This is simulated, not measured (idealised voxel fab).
A process module follows: voxel wiring stack.
For reference, the cross-section in this document is cut, with width 245 nm and square cells of 5 nm.
Think of the cross-section as a grid of square cells. We describe it in bands, top to bottom, and each band covers one or more rows of those cells. For a band, the entry starts with two heights in nm, that of the top and then that of the bottom, and carries on with the band's materials in order from left to right, each alongside its width in nm; the word "everywhere" beside a single material means it fills the band edge to edge, and "blank" means empty space. For the purposes of this specification, 0 denotes the height below which the wafer in its as-received condition is composed wholly of one material, and the lowermost band, lacking a lower limit, extends downward without end, as expressed in "0..down". Width "30..40": first value at the band's top row of cells, second value at its bottom row, equal change from row to row. No cell of the cross-section changed in a step that is given as "no change occurred". Reported under the label "Sealed internal voids" are the empty spaces having no open way to the top and comprising 8 cells or more; the notation for each is width x height at distance, in which the distance is measured from the left edge and all three values are in nm. Anything after a step's settings on that line? It's the simulator's own note about the step. overlay nm: mask offset rightward from planned place, masked step; negative means leftward offset.
**Intended process steps**
1: RECEIVE | material Si
2: CONFORMAL_DEP | material SiO2 | thk nm 10
3: CONFORMAL_DEP | material SiN | thk nm 5
4: DIRECTIONAL_DEP | material SiO2 | thk nm 20
5: DIRECTIONAL_DEP | material aC | thk nm 10
6: PATTERN | tone open | mask id METAL_1 | material resist | width nm 30 | pitch nm 55 | thk nm 25 | overlay nm 0
7: DIRECTIONAL_ETCH | etch materials aC | depth nm 10
8: STRIP | etch materials resist
9: DIRECTIONAL_ETCH | etch materials SiO2 | depth nm 20
10: DIRECTIONAL_ETCH | etch materials SiN | depth nm 5
11: STRIP | etch materials aC
12: CONFORMAL_DEP | material TiN | thk nm 5
13: FILL_DEP | material Ru | thk nm 5
14: CMP | height nm 35
15: CONFORMAL_DEP | material SiCN | thk nm 5
16: DIRECTIONAL_DEP | material SiO2 | thk nm 10
17: PATTERN | tone open | mask id PLUG_1 | material resist | width nm 15 | pitch nm 55 | thk nm 15 | overlay nm 0
18: DIRECTIONAL_ETCH | etch materials SiO2 | depth nm 10
19: DIRECTIONAL_ETCH | etch materials SiCN | depth nm 5
20: STRIP | etch materials resist
21: EPI | material Ru | thk nm 10
22: EPI | material Ru | thk nm 5
23: DIRECTIONAL_DEP | material TiN | thk nm 5
24: DIRECTIONAL_DEP | material W | thk nm 25
25: MASKED_ETCH | tone cover | mask id METAL_2 | width nm 30 | pitch nm 55 | etch materials W | depth nm 25 | overlay nm 0
26: MASKED_ETCH | tone cover | mask id METAL_2 | width nm 20 | pitch nm 55 | etch materials TiN | depth nm 5 | overlay nm 0
27: CONFORMAL_DEP | material SiN | thk nm 5
28: FILL_DEP | material lowk | thk nm 5
29: CMP | height nm 80
30: CONFORMAL_DEP | material SiCN | thk nm 5
31: DIRECTIONAL_DEP | material SiO2 | thk nm 10
32: MASKED_ETCH | tone open | mask id PLUG_2 | width nm 15 | pitch nm 55 | etch materials SiO2 | depth nm 10 | overlay nm 0
33: MASKED_ETCH | tone open | mask id PLUG_2 | width nm 15 | pitch nm 55 | etch materials SiCN | depth nm 5 | overlay nm 0
34: EPI | material Ru | thk nm 10
35: EPI | material Ru | thk nm 5
36: CONFORMAL_DEP | material SiCN | thk nm 5
37: DIRECTIONAL_DEP | material lowk | thk nm 25
38: MASKED_ETCH | tone open | mask id METAL_3 | width nm 30 | pitch nm 55 | etch materials lowk | depth nm 25 | overlay nm 0
39: MASKED_ETCH | tone open | mask id METAL_3 | width nm 30 | pitch nm 55 | etch materials SiCN | depth nm 5 | overlay nm 0
40: CONFORMAL_DEP | material TiN | thk nm 5
41: FILL_DEP | material W | thk nm 10
42: CMP | height nm 125
43: CONFORMAL_DEP | material SiCN | thk nm 5
Wafers differ in width nm at step 26; plan lists the first wafer's value; identical starting state.
**Cross-section of the first incoming wafer of several, state after step 1**
    0..down = Si everywhere
    Sealed internal voids: none
**Basically each wafer gets a line in the table, showing it at the end of the module: material by material, the cells it gained (+) or lost (-) since we got it, then its closed voids**
width nm 20, +68 Ru, +172 SiCN, +94 SiN, +418 SiO2, +72 TiN, +100 W, +350 lowk, Sealed internal voids: none
width nm 25, +68 Ru, +172 SiCN, +94 SiN, +418 SiO2, +72 TiN, +100 W, +350 lowk, Sealed internal voids: none
width nm 30, +68 Ru, +172 SiCN, +94 SiN, +418 SiO2, +72 TiN, +100 W, +350 lowk, Sealed internal voids: none
width nm 35, +68 Ru, +172 SiCN, +94 SiN, +418 SiO2, +74 TiN, +100 W, +348 lowk, Sealed internal voids: none
width nm 40, +68 Ru, +172 SiCN, +94 SiN, +418 SiO2, +76 TiN, +100 W, +346 lowk, Sealed internal voids: none
